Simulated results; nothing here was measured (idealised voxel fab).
Proc. module: voxel ribs on slabs
Each square cell in cross-section cut measures 5 nm, and the section as a whole is 255 nm wide.
The cross-sections in this document take the form of a grid made of square cells. They are written out as bands, in order from top to bottom. Each band consists of one or more rows of cells.
It is stipulated that each band's entry specify, in nanometres, the height of the top of the band and then that of its bottom, followed by the materials of the band in left-to-right sequence, each together with its width in nanometres. A single material marked by the word "edge to edge" is understood to fill the band from edge to edge; the word "empty" is understood to denote empty space.
Heads up on the height convention: 0 is the point under which the incoming wafer is all one material, and the lowest band has no bottom, it just keeps going down, like "0 down".
Per-row width for "30->40": begins at first number (top row of band), ends at second number (bottom row), increment between rows held constant.
It should be understood that the words "no change occurred", when stated for a given step, signify that the cross-section underwent no change in any of its cells during that step.
In the "Internal closed voids" entry, you get each enclosed empty space of 8 cells or more, one with no open way to the top, written width x height at distance, distance from the left edge, in nm.
What comes after the settings on a step's line is commentary from the simulator itself on that step.
"overlay nm", when on a step's line for a step with a mask, measures how far to the right of its planned place the mask lay; a negative measure means to the left.
Planned process steps
| 1 | RECEIVE: material Si |
| 2 | DIRECTIONAL_DEP: material SiO2, thk nm 30 |
| 3 | DIRECTIONAL_DEP: material polySi, thk nm 25 |
| 4 | MASKED_ETCH: tone cover, mask id RIB, width nm 25, etch materials polySi, depth nm 15, overlay nm 0 |
| 5 | MASKED_ETCH: tone cover, mask id SLAB, width nm 75, etch materials polySi, depth nm 10, overlay nm 0 |
| 6 | FILL_DEP: material SiO2, thk nm 15 |
| 7 | CMP: height nm 65 |
| 8 | DIRECTIONAL_DEP: material TiN, thk nm 10 |
| 9 | PATTERN: tone cover, mask id HEATER, material resist, width nm 35, thk nm 15, overlay nm 0 |
| 10 | DIRECTIONAL_ETCH: etch materials TiN, depth nm 10 |
| 11 | STRIP: etch materials resist |
| 12 | CONFORMAL_DEP: material SiO2, thk nm 5 |
First of two wafers, processed according to plan
Incoming wafer, cross-sectional view, post step 1
	0 down | Si edge to edge
	Internal closed voids: none
After step 2, in cross-section
	30 to 0 | SiO2 edge to edge
	Note: structure below 0 unchanged.
After step 3, in cross-section
	55 to 30 | polySi edge to edge
	Note: structure below 30 unchanged.
After step 4, in cross-section
	55 to 40 | 115 empty | 25 polySi | 115 empty
	Note: structure below 40 unchanged.
After step 5, in cross-section
	55 to 40 | 115 empty | 25 polySi | 115 empty
	40 to 30 | 90 empty | 75 polySi | 90 empty
	Note: structure below 30 unchanged.
After step 6, in cross-section
	70 to 55 | SiO2 edge to edge
	55 to 40 | 115 SiO2 | 25 polySi | 115 SiO2
	40 to 30 | 90 SiO2 | 75 polySi | 90 SiO2
	Note: structure below 30 unchanged.
After step 7, in cross-section
	65 to 55 | SiO2 edge to edge
	Note: structure below 55 unchanged.
After step 8, in cross-section
	75 to 65 | TiN edge to edge
	Note: structure below 65 unchanged.
After step 9, in cross-section
	90 to 75 | 110 empty | 35 resist | 110 empty
	Note: structure below 75 unchanged.
After step 10, in cross-section
	90 to 75 | 110 empty | 35 resist | 110 empty
	75 to 65 | 110 empty | 35 TiN | 110 empty
	Note: structure below 65 unchanged.
After step 11, in cross-section
	75 to 65 | 110 empty | 35 TiN | 110 empty
	Note: structure below 65 unchanged.
After step 12, in cross-section
	80 to 75 | 105 empty | 45 SiO2 | 105 empty
	75 to 70 | 105 empty | 5 SiO2 | 35 TiN | 5 SiO2 | 105 empty
	70 to 65 | 110 SiO2 | 35 TiN | 110 SiO2
	Note: structure below 65 unchanged.
It is to be noted that the second wafer proceeded from the same initial state and according to the same plan as the first, although one mistake was committed in its execution; through step 1, inclusive, the two wafers share an identical history
Second wafer: cross-section at the scheduled end of step 2
	40 to 0 | SiO2 edge to edge
	Note: structure below 0 unchanged.
Second wafer: cross-section at the scheduled end of step 3
	65 to 40 | polySi edge to edge
	Note: structure below 40 unchanged.
Second wafer: cross-section at the scheduled end of step 4
	65 to 50 | 115 empty | 25 polySi | 115 empty
	Note: structure below 50 unchanged.
Second wafer: cross-section at the scheduled end of step 5
	65 to 50 | 115 empty | 25 polySi | 115 empty
	50 to 40 | 90 empty | 75 polySi | 90 empty
	Note: structure below 40 unchanged.
Second wafer: cross-section at the scheduled end of step 6
	80 to 65 | SiO2 edge to edge
	65 to 50 | 115 SiO2 | 25 polySi | 115 SiO2
	50 to 40 | 90 SiO2 | 75 polySi | 90 SiO2
	Note: structure below 40 unchanged.
Second wafer: cross-section at the scheduled end of step 7
	65 to 50 | 115 SiO2 | 25 polySi | 115 SiO2
	Note: structure below 50 unchanged.
Second wafer: cross-section at the scheduled end of step 8
	75 to 65 | TiN edge to edge
	Note: structure below 65 unchanged.
Second wafer: cross-section at the scheduled end of step 9
	90 to 75 | 110 empty | 35 resist | 110 empty
	Note: structure below 75 unchanged.
Second wafer: cross-section at the scheduled end of step 10
	90 to 75 | 110 empty | 35 resist | 110 empty
	75 to 65 | 110 empty | 35 TiN | 110 empty
	Note: structure below 65 unchanged.
Second wafer: cross-section at the scheduled end of step 11
	75 to 65 | 110 empty | 35 TiN | 110 empty
	Note: structure below 65 unchanged.
Second wafer: cross-section at the scheduled end of step 12
	80 to 75 | 105 empty | 45 SiO2 | 105 empty
	75 to 70 | 105 empty | 5 SiO2 | 35 TiN | 5 SiO2 | 105 empty
	70 to 65 | 110 SiO2 | 35 TiN | 110 SiO2
	Note: structure below 65 unchanged.
The mistake made against the process plan was this: rather than as planned, step 2 actually ran as DIRECTIONAL_DEP: material SiO2, thk nm 40
Upon completion, the cell count for each material on the second wafer equals that on the first, whereas the spatial distribution of those cells differs.
